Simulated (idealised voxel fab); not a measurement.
process module | voxel plated lines
cross-section cut | 185 nm wide | cells 5 nm
A cross-section is a grid of square cells, given in bands from the top down. A band is one or more rows of cells.
Each band's line starts with the height of the band's top and of its bottom, in nm. Then come its materials from left to right, each with its width in nm. One material with "throughout" fills the band from edge to edge. "air" is empty space.
Height 0 is the level under which the wafer as received is all one material. The lowest band goes on downwards, as in "0 down".
A width such as "30 to 40" changes by the same amount from each row of cells to the next, from the band's top row to its bottom row.
"no change" after a step means that no cell of the cross-section changed.
closed voids: empty space of 8 cells or more with no open way to the top, each as width x height at its distance from the left edge, in nm
after a step's settings: what the simulator itself notes on the step
overlay nm, on a step with a mask: how far to the right of its planned place the mask lay; to the left if negative
plan
1 op RECEIVE | material Si
2 op CONFORMAL_DEP | material Al2O3 | thk nm 5
3 op DIRECTIONAL_DEP | material TiN | thk nm 5
4 op PATTERN | tone open | mask id LINES | material resist | width nm 20 | pitch nm 40 | thk nm 20 | overlay nm 0
5 op EPI | material Ru | thk nm 10
6 op STRIP | etch materials resist
7 op DIRECTIONAL_ETCH | etch materials TiN | depth nm 5
8 op CONFORMAL_DEP | material SiN | thk nm 5
as received, after step 1
  0 down: Si throughout
  closed voids: none
a wafer at the end: this start, this plan, one mistake
  35 to 30: air 55 | SiN 30 | air 10 | SiN 30 | air 60
  30 to 10: air 55 | SiN 5 | Ru 20 | SiN 5 | air 10 | SiN 5 | Ru 20 | SiN 5 | air 60
  10 to 5: SiN 60 | TiN 20 | SiN 20 | TiN 20 | SiN 65
  5 to 0: Al2O3 throughout
  0 down: Si throughout
  closed voids: none
what went wrong: step 5 was run twice
